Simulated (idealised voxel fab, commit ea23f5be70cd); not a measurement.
Process module in this document: voxel released beams
The cross-section shown here is cut; it is 150 nm wide and divided into square cells measuring 5 nm on a side.
Cross-section layout: square cells on a grid; listed as bands, top to bottom; a band spans one or more cell rows. The band entry comprises the height of the band's top followed by the height of its bottom, expressed in nm, and subsequently the band's materials from left to right, each stated together with its width in nm. Where a single material is marked with the word "all across", that material fills the band from edge to edge. The word "air" represents empty space. Height datum 0, below which the as-received substrate wafer is one material. Lowest band open at the bottom, running downward: "0..down". The notation "30->40" denotes a width that varies across the rows of cells in the band, beginning at the first number in the top row, finishing at the second number in the bottom row, and changing by an identical amount from each row to the next. Key: "remains unaltered" - step with no changed cell in the cross-section. Enclosed voids (no open way to top), threshold 8 cells or more, entry "Enclosed internal voids", notation width x height at distance, distance from left edge, nm. Note: text after step settings on the step line = simulator remark on that step. When a step includes a mask, the "overlay nm" setting on its line states how far to the right of its planned place that mask lay, and negative values state how far to the left. Reading guide: pairs of cross-sections, before and after one process step; after view cut off at lowest changed band; step and settings listed under each pair. Pairs may stem from different runs of this module on the same starting wafer; continuity with the pair above only where the "Ex-ante state" entry states it.
Ex-ante state:
	0..down: Si all across
	Enclosed internal voids: none
Sectional Result:
	5..0: Al2O3 all across
	Nothing below the height 0 has changed.
	Enclosed internal voids: none
Can you name the step between the two cross-sections above? It is CONFORMAL_DEP (material Al2O3; thk nm 5)
Ex-ante state: just use the after drawing of the pair above as your starting point.
Sectional Result:
	15..5: SiO2 all across
	Nothing below the height 5 has changed.
	Enclosed internal voids: none
Can you name the step between the two cross-sections above? It is DIRECTIONAL_DEP (material SiO2; thk nm 10)
Ex-ante state: just use the after drawing of the pair above as your starting point.
Sectional Result:
	35..15: resist: 20, air: 25, resist: 105
	Nothing below the height 15 has changed.
	Enclosed internal voids: none
Can you name the step between the two cross-sections above? It is PATTERN (tone open; mask id ANCHOR; material resist; width nm 25; thk nm 20; overlay nm 0)
Ex-ante state: just use the after drawing of the pair above as your starting point.
Sectional Result:
	35..15: resist: 20, air: 25, resist: 105
	15..5: SiO2: 20, air: 25, SiO2: 105
	Nothing below the height 5 has changed.
	Enclosed internal voids: none
Can you name the step between the two cross-sections above? It is DIRECTIONAL_ETCH (etch materials SiO2; depth nm 10)
Ex-ante state: just use the after drawing of the pair above as your starting point.
Sectional Result:
	15..5: SiO2: 20, air: 25, SiO2: 105
	Nothing below the height 5 has changed.
	Enclosed internal voids: none
Can you name the step between the two cross-sections above? It is STRIP (etch materials resist)
Ex-ante state: just use the after drawing of the pair above as your starting point.
Sectional Result:
	25..15: SiN: 30, air: 5, SiN: 115
	15..5: SiO2: 20, SiN: 25, SiO2: 105
	Nothing below the height 5 has changed.
	Enclosed internal voids: none
Can you name the step between the two cross-sections above? It is CONFORMAL_DEP (material SiN; thk nm 10)
Ex-ante state: just use the after drawing of the pair above as your starting point.
Sectional Result:
	40..25: air: 15, resist: 110, air: 25
	25..15: SiN: 30, resist: 5, SiN: 115
	Nothing below the height 15 has changed.
	Enclosed internal voids: none
Can you name the step between the two cross-sections above? It is PATTERN (tone cover; mask id BEAM; material resist; width nm 110; thk nm 15; overlay nm 0)
Ex-ante state: just use the after drawing of the pair above as your starting point.
Sectional Result:
	40..25: air: 15, resist: 110, air: 25
	25..15: air: 15, SiN: 15, resist: 5, SiN: 90, air: 25
	Nothing below the height 15 has changed.
	Enclosed internal voids: none
Can you name the step between the two cross-sections above? It is DIRECTIONAL_ETCH (etch materials SiN; depth nm 10)
Ex-ante state: just use the after drawing of the pair above as your starting point.
Sectional Result:
	25..15: air: 15, SiN: 15, air: 5, SiN: 90, air: 25
	Nothing below the height 15 has changed.
	Enclosed internal voids: none
Can you name the step between the two cross-sections above? It is STRIP (etch materials resist)
Ex-ante state: just use the after drawing of the pair above as your starting point.
Sectional Result:
	25..15: air: 15, SiN: 15, air: 5, SiN: 90, air: 25
	15..5: air: 20, SiN: 25, air: 105
	Nothing below the height 5 has changed.
	Enclosed internal voids: none
Can you name the step between the two cross-sections above? It is STRIP (etch materials SiO2)
Ex-ante state:
	0..down: Si all across
	Enclosed internal voids: none
Sectional Result:
	10..0: SiO2 all across
	Nothing below the height 0 has changed.
	Enclosed internal voids: none
Can you name the step between the two cross-sections above? It is DIRECTIONAL_DEP (material SiO2; thk nm 10)
Ex-ante state: just use the after drawing of the pair above as your starting point.
Sectional Result:
	30..10: resist: 20, air: 25, resist: 105
	Nothing below the height 10 has changed.
	Enclosed internal voids: none
Can you name the step between the two cross-sections above? It is PATTERN (tone open; mask id ANCHOR; material resist; width nm 25; thk nm 20; overlay nm 0)
Ex-ante state: just use the after drawing of the pair above as your starting point.
Sectional Result:
	30..10: resist: 20, air: 25, resist: 105
	10..0: SiO2: 20, air: 25, SiO2: 105
	Nothing below the height 0 has changed.
	Enclosed internal voids: none
Can you name the step between the two cross-sections above? It is DIRECTIONAL_ETCH (etch materials SiO2; depth nm 10)
Ex-ante state: just use the after drawing of the pair above as your starting point.
Sectional Result:
	10..0: SiO2: 20, air: 25, SiO2: 105
	Nothing below the height 0 has changed.
	Enclosed internal voids: none
Can you name the step between the two cross-sections above? It is STRIP (etch materials resist)
Ex-ante state: just use the after drawing of the pair above as your starting point.
Sectional Result:
	20..10: SiN: 30, air: 5, SiN: 115
	10..0: SiO2: 20, SiN: 25, SiO2: 105
	Nothing below the height 0 has changed.
	Enclosed internal voids: none
Can you name the step between the two cross-sections above? It is CONFORMAL_DEP (material SiN; thk nm 10)
Ex-ante state: just use the after drawing of the pair above as your starting point.
Sectional Result:
	35..20: air: 15, resist: 110, air: 25
	20..10: SiN: 30, resist: 5, SiN: 115
	Nothing below the height 10 has changed.
	Enclosed internal voids: none
Can you name the step between the two cross-sections above? It is PATTERN (tone cover; mask id BEAM; material resist; width nm 110; thk nm 15; overlay nm 0)
Ex-ante state: just use the after drawing of the pair above as your starting point.
Sectional Result:
	35..20: air: 15, resist: 110, air: 25
	20..10: air: 15, SiN: 15, resist: 5, SiN: 90, air: 25
	Nothing below the height 10 has changed.
	Enclosed internal voids: none
Can you name the step between the two cross-sections above? It is DIRECTIONAL_ETCH (etch materials SiN; depth nm 10)
Ex-ante state: just use the after drawing of the pair above as your starting point.
Sectional Result:
	20..10: air: 15, SiN: 15, air: 5, SiN: 90, air: 25
	Nothing below the height 10 has changed.
	Enclosed internal voids: none
Can you name the step between the two cross-sections above? It is STRIP (etch materials resist)
Ex-ante state: just use the after drawing of the pair above as your starting point.
Sectional Result:
	20..10: air: 15, SiN: 15, air: 5, SiN: 90, air: 25
	10..0: air: 20, SiN: 25, air: 105
	Nothing below the height 0 has changed.
	Enclosed internal voids: none
Can you name the step between the two cross-sections above? It is STRIP (etch materials SiO2)
Ex-ante state:
	10..0: SiO2 all across
	0..down: Si all across
	Enclosed internal voids: none
Sectional Result:
	15..10: Al2O3 all across
	Nothing below the height 10 has changed.
	Enclosed internal voids: none
Can you name the step between the two cross-sections above? It is CONFORMAL_DEP (material Al2O3; thk nm 5)
Ex-ante state: just use the after drawing of the pair above as your starting point.
Sectional Result:
	35..15: resist: 20, air: 25, resist: 105
	Nothing below the height 15 has changed.
	Enclosed internal voids: none
Can you name the step between the two cross-sections above? It is PATTERN (tone open; mask id ANCHOR; material resist; width nm 25; thk nm 20; overlay nm 0)
Ex-ante state: just use the after drawing of the pair above as your starting point.
Sectional Result:
	15..10: Al2O3 all across
	Nothing below the height 10 has changed.
	Enclosed internal voids: none
Can you name the step between the two cross-sections above? It is STRIP (etch materials resist)
Ex-ante state: just use the after drawing of the pair above as your starting point.
Sectional Result:
	25..15: SiN all across
	Nothing below the height 15 has changed.
	Enclosed internal voids: none
Can you name the step between the two cross-sections above? It is CONFORMAL_DEP (material SiN; thk nm 10)
Ex-ante state: just use the after drawing of the pair above as your starting point.
Sectional Result:
	40..25: air: 15, resist: 110, air: 25
	Nothing below the height 25 has changed.
	Enclosed internal voids: none
Can you name the step between the two cross-sections above? It is PATTERN (tone cover; mask id BEAM; material resist; width nm 110; thk nm 15; overlay nm 0)
Ex-ante state: just use the after drawing of the pair above as your starting point.
Sectional Result:
	40..25: air: 15, resist: 110, air: 25
	25..15: air: 15, SiN: 110, air: 25
	Nothing below the height 15 has changed.
	Enclosed internal voids: none
Can you name the step between the two cross-sections above? It is DIRECTIONAL_ETCH (etch materials SiN; depth nm 10)
Ex-ante state: just use the after drawing of the pair above as your starting point.
Sectional Result:
	25..15: air: 15, SiN: 110, air: 25
	Nothing below the height 15 has changed.
	Enclosed internal voids: none
Can you name the step between the two cross-sections above? It is STRIP (etch materials resist)
Ex-ante state:
	40..25: air: 15, resist: 110, air: 25
	25..15: SiN: 30, resist: 5, SiN: 115
	15..5: SiO2: 20, SiN: 25, SiO2: 105
	5..0: Al2O3 all across
	0..down: Si all across
	Enclosed internal voids: none
Sectional Result:
	40..25: air: 15, resist: 110, air: 25
	25..20: air: 15, SiN: 15, resist: 5, SiN: 90, air: 25
	Nothing below the height 20 has changed.
	Enclosed internal voids: none
Can you name the step between the two cross-sections above? It is DIRECTIONAL_ETCH (etch materials SiN; depth nm 5)
Ex-ante state: just use the after drawing of the pair above as your starting point.
Sectional Result:
	25..20: air: 15, SiN: 15, air: 5, SiN: 90, air: 25
	20..15: SiN: 30, air: 5, SiN: 115
	Nothing below the height 15 has changed.
	Enclosed internal voids: none
Can you name the step between the two cross-sections above? It is STRIP (etch materials resist)
Ex-ante state:
	25..15: SiN: 30, air: 5, SiN: 115
	15..5: SiO2: 20, SiN: 25, SiO2: 105
	5..0: Al2O3 all across
	0..down: Si all across
	Enclosed internal voids: none
Sectional Result:
	40..25: air: 15, resist: 115, air: 20
	25..15: SiN: 30, resist: 5, SiN: 115
	Nothing below the height 15 has changed.
	Enclosed internal voids: none
Can you name the step between the two cross-sections above? It is PATTERN (tone cover; mask id BEAM; material resist; width nm 115; thk nm 15; overlay nm 0)
Ex-ante state: just use the after drawing of the pair above as your starting point.
Sectional Result:
	40..25: air: 15, resist: 115, air: 20
	25..15: air: 15, SiN: 15, resist: 5, SiN: 95, air: 20
	Nothing below the height 15 has changed.
	Enclosed internal voids: none
Can you name the step between the two cross-sections above? It is DIRECTIONAL_ETCH (etch materials SiN; depth nm 10)
Ex-ante state: just use the after drawing of the pair above as your starting point.
Sectional Result:
	25..15: air: 15, SiN: 15, air: 5, SiN: 95, air: 20
	Nothing below the height 15 has changed.
	Enclosed internal voids: none
Can you name the step between the two cross-sections above? It is STRIP (etch materials resist)
Ex-ante state: just use the after drawing of the pair above as your starting point.
Sectional Result:
	25..15: air: 15, SiN: 15, air: 5, SiN: 95, air: 20
	15..5: air: 20, SiN: 25, air: 105
	Nothing below the height 5 has changed.
	Enclosed internal voids: none
Can you name the step between the two cross-sections above? It is STRIP (etch materials SiO2)
Ex-ante state:
	25..15: SiN: 30, air: 5, SiN: 115
	15..5: SiO2: 20, SiN: 25, SiO2: 105
	5..0: Al2O3 all across
	0..down: Si all across
	Enclosed internal voids: none
Sectional Result:
	40..25: air: 20, resist: 110, air: 20
	25..15: SiN: 30, resist: 5, SiN: 115
	Nothing below the height 15 has changed.
	Enclosed internal voids: none
Can you name the step between the two cross-sections above? It is PATTERN (tone cover; mask id BEAM; material resist; width nm 110; thk nm 15; overlay nm 5)
Ex-ante state: just use the after drawing of the pair above as your starting point.
Sectional Result:
	40..25: air: 20, resist: 110, air: 20
	25..15: air: 20, SiN: 10, resist: 5, SiN: 95, air: 20
	Nothing below the height 15 has changed.
	Enclosed internal voids: none
Can you name the step between the two cross-sections above? It is DIRECTIONAL_ETCH (etch materials SiN; depth nm 10)
Ex-ante state: just use the after drawing of the pair above as your starting point.
Sectional Result:
	25..15: air: 20, SiN: 10, air: 5, SiN: 95, air: 20
	Nothing below the height 15 has changed.
	Enclosed internal voids: none
Can you name the step between the two cross-sections above? It is STRIP (etch materials resist)
Ex-ante state: just use the after drawing of the pair above as your starting point.
Sectional Result:
	25..15: air: 20, SiN: 10, air: 5, SiN: 95, air: 20
	15..5: air: 20, SiN: 25, air: 105
	Nothing below the height 5 has changed.
	Enclosed internal voids: none
Can you name the step between the two cross-sections above? It is STRIP (etch materials SiO2)
Ex-ante state:
	5..0: Al2O3 all across
	0..down: Si all across
	Enclosed internal voids: none
Sectional Result:
	15..5: SiN all across
	Nothing below the height 5 has changed.
	Enclosed internal voids: none
Can you name the step between the two cross-sections above? It is DIRECTIONAL_DEP (material SiN; thk nm 10)
Ex-ante state: just use the after drawing of the pair above as your starting point.
Sectional Result:
	35..15: resist: 20, air: 25, resist: 105
	Nothing below the height 15 has changed.
	Enclosed internal voids: none
Can you name the step between the two cross-sections above? It is PATTERN (tone open; mask id ANCHOR; material resist; width nm 25; thk nm 20; overlay nm 0)
Ex-ante state: just use the after drawing of the pair above as your starting point.
Sectional Result:
	15..5: SiN all across
	Nothing below the height 5 has changed.
	Enclosed internal voids: none
Can you name the step between the two cross-sections above? It is STRIP (etch materials resist)
Ex-ante state: just use the after drawing of the pair above as your starting point.
Sectional Result:
	25..5: SiN all across
	Nothing below the height 5 has changed.
	Enclosed internal voids: none
Can you name the step between the two cross-sections above? It is CONFORMAL_DEP (material SiN; thk nm 10)
Ex-ante state: just use the after drawing of the pair above as your starting point.
Sectional Result:
	40..25: air: 15, resist: 110, air: 25
	Nothing below the height 25 has changed.
	Enclosed internal voids: none
Can you name the step between the two cross-sections above? It is PATTERN (tone cover; mask id BEAM; material resist; width nm 110; thk nm 15; overlay nm 0)
Ex-ante state: just use the after drawing of the pair above as your starting point.
Sectional Result:
	40..25: air: 15, resist: 110, air: 25
	25..15: air: 15, SiN: 110, air: 25
	Nothing below the height 15 has changed.
	Enclosed internal voids: none
Can you name the step between the two cross-sections above? It is DIRECTIONAL_ETCH (etch materials SiN; depth nm 10)
Ex-ante state: just use the after drawing of the pair above as your starting point.
Sectional Result:
	25..15: air: 15, SiN: 110, air: 25
	Nothing below the height 15 has changed.
	Enclosed internal voids: none
Can you name the step between the two cross-sections above? It is STRIP (etch materials resist)
Ex-ante state:
	15..5: SiO2 all across
	5..0: Al2O3 all across
	0..down: Si all across
	Enclosed internal voids: none
Sectional Result:
	35..15: air: 20, resist: 25, air: 105
	Nothing below the height 15 has changed.
	Enclosed internal voids: none
Can you name the step between the two cross-sections above? It is PATTERN (tone cover; mask id ANCHOR; material resist; width nm 25; thk nm 20; overlay nm 0)
Ex-ante state: just use the after drawing of the pair above as your starting point.
Sectional Result:
	35..15: air: 20, resist: 25, air: 105
	15..5: air: 20, SiO2: 25, air: 105
	Nothing below the height 5 has changed.
	Enclosed internal voids: none
Can you name the step between the two cross-sections above? It is DIRECTIONAL_ETCH (etch materials SiO2; depth nm 10)
Ex-ante state: just use the after drawing of the pair above as your starting point.
Sectional Result:
	15..5: air: 20, SiO2: 25, air: 105
	Nothing below the height 5 has changed.
	Enclosed internal voids: none
Can you name the step between the two cross-sections above? It is STRIP (etch materials resist)
Ex-ante state: just use the after drawing of the pair above as your starting point.
Sectional Result:
	25..15: air: 10, SiN: 45, air: 95
	15..5: SiN: 20, SiO2: 25, SiN: 105
	Nothing below the height 5 has changed.
	Enclosed internal voids: none
Can you name the step between the two cross-sections above? It is CONFORMAL_DEP (material SiN; thk nm 10)
Ex-ante state: just use the after drawing of the pair above as your starting point.
Sectional Result:
	40..25: air: 15, resist: 110, air: 25
	25..15: air: 10, SiN: 45, resist: 70, air: 25
	Nothing below the height 15 has changed.
	Enclosed internal voids: none
Can you name the step between the two cross-sections above? It is PATTERN (tone cover; mask id BEAM; material resist; width nm 110; thk nm 15; overlay nm 0)
Ex-ante state: just use the after drawing of the pair above as your starting point.
Sectional Result:
	40..25: air: 15, resist: 110, air: 25
	25..15: air: 15, SiN: 40, resist: 70, air: 25
	15..5: air: 10, SiN: 10, SiO2: 25, SiN: 80, air: 25
	Nothing below the height 5 has changed.
	Enclosed internal voids: none
Can you name the step between the two cross-sections above? It is DIRECTIONAL_ETCH (etch materials SiN; depth nm 10)
Ex-ante state: just use the after drawing of the pair above as your starting point.
Sectional Result:
	25..15: air: 15, SiN: 40, air: 95
	Nothing below the height 15 has changed.
	Enclosed internal voids: none
Can you name the step between the two cross-sections above? It is STRIP (etch materials resist)
